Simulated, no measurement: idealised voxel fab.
This section sets out a process module, namely voxel capacitor over wiring.
Cross-sectional view cut (width: 300 nm; square cell size: 5 nm).
Heads up, the way a cross-section reads in here is a grid of square cells, handed over as bands from the top down, with every band being one or more rows of cells. A band entry consists of two parts. The first gives the height of the band's top and the height of its bottom, in nm. The rest lists the band's materials from left to right, each with its width in nm. A single material labelled with the word "edge to edge" fills the band from edge to edge, and the word "blank" marks empty space. Heights are expressed relative to 0, this being the level below which the as-received wafer comprises one material exclusively. The lowest band is unbounded in the downward direction and is denoted as in "0 and below". When a width is written as two numbers, as in "30->40", the first number is the width in the top row of cells of the band and the second is the width in its bottom row, and the width changes by the same amount from each row to the next. Step marked "left unchanged"? Then no cell in the cross-section changed in it. The label "Voids, enclosed" introduces a list of the empty spaces, 8 cells or larger, that have no open way up to the top; each entry in it reads width x height at distance, where the distance is taken from the left edge and all three are stated in nm. Step line, after settings: the simulator's comment on this step. You can add "overlay nm" to a step's line. For a step with a mask, it describes how far the mask lay to the right of its planned position, and a negative number describes a lay to the left.

Process steps foreseen in the plan
step 1: RECEIVE | material Si
step 2: CONFORMAL_DEP | material SiO2 | thk nm 15
step 3: CONFORMAL_DEP | material SiN | thk nm 5
step 4: DIRECTIONAL_DEP | material lowk | thk nm 20
step 5: PATTERN | tone open | mask id METAL_1 | material resist | width nm 20 | pitch nm 90 | thk nm 20 | overlay nm 0
step 6: DIRECTIONAL_ETCH | etch materials lowk | depth nm 20
step 7: DIRECTIONAL_ETCH | etch materials SiN | depth nm 5
step 8: STRIP | etch materials resist
step 9: CONFORMAL_DEP | material TiN | thk nm 5
step 10: FILL_DEP | material Cu | thk nm 5
step 11: CMP | height nm 40
step 12: CONFORMAL_DEP | material SiCN | thk nm 5
step 13: DIRECTIONAL_DEP | material lowk | thk nm 20
step 14: PATTERN | tone open | mask id PLUG_1 | material resist | width nm 15 | thk nm 20 | overlay nm 0
step 15: DIRECTIONAL_ETCH | etch materials lowk | depth nm 20
step 16: DIRECTIONAL_ETCH | etch materials SiCN | depth nm 5
step 17: STRIP | etch materials resist
step 18: CONFORMAL_DEP | material TiN | thk nm 5
step 19: FILL_DEP | material Ru | thk nm 10
step 20: CMP | height nm 65
step 21: DIRECTIONAL_DEP | material TiN | thk nm 5
step 22: DIRECTIONAL_DEP | material HfO2 | thk nm 5
step 23: DIRECTIONAL_DEP | material TiN | thk nm 5
step 24: DIRECTIONAL_DEP | material aC | thk nm 15
step 25: PATTERN | tone cover | mask id UPPER_PLATE | material resist | width nm 75 | thk nm 35 | overlay nm 0
step 26: DIRECTIONAL_ETCH | etch materials aC | depth nm 15
step 27: STRIP | etch materials resist
step 28: DIRECTIONAL_ETCH | etch materials TiN | depth nm 5
step 29: DIRECTIONAL_ETCH | etch materials HfO2 | depth nm 5
step 30: STRIP | etch materials aC
step 31: MASKED_ETCH | tone cover | mask id LOWER_PLATE | width nm 85 | etch materials TiN | depth nm 5 | overlay nm 0
step 32: FILL_DEP | material SiO2 | thk nm 15
step 33: CMP | height nm 90
step 34: MASKED_ETCH | tone open | mask id PLUG_2 | width nm 15 | etch materials SiO2 | depth nm 10 | overlay nm 0
step 35: CONFORMAL_DEP | material TiN | thk nm 5
step 36: FILL_DEP | material Cu | thk nm 10
step 37: CMP | height nm 90
step 38: CONFORMAL_DEP | material SiCN | thk nm 5

Incoming wafer, cross-sectional view, post step 1
    0 and below: Si edge to edge
    Voids, enclosed: none

End state of the module in cross-section, given the above starting point and plan and one mistake in execution
    95 down to 90: SiCN edge to edge
    90 down to 85: SiO2 110; TiN 5; Cu 5; TiN 5; SiO2 175
    85 down to 75: SiO2 110; TiN 15->70; SiO2 175->120
    75 down to 70: SiO2 110; HfO2 75; SiO2 115
    70 down to 65: SiO2 95; TiN 90; SiO2 115
    65 down to 45: lowk 100; TiN 5; Ru 5; TiN 5; lowk 185
    45 down to 40: SiCN 100; TiN 15; SiCN 185
    40 down to 20: lowk 95; TiN 5; Cu 10; TiN 5; lowk 70; TiN 5; Cu 10; TiN 5; lowk 95
    20 down to 15: SiN 95; TiN 20; SiN 70; TiN 20; SiN 95
    15 down to 0: SiO2 edge to edge
    0 and below: Si edge to edge
    Voids, enclosed: none
Deviation from plan: note that step 25 departed from the planned setting and was carried out as PATTERN | tone cover | mask id UPPER_PLATE | material resist | width nm 75 | thk nm 35 | overlay nm 10
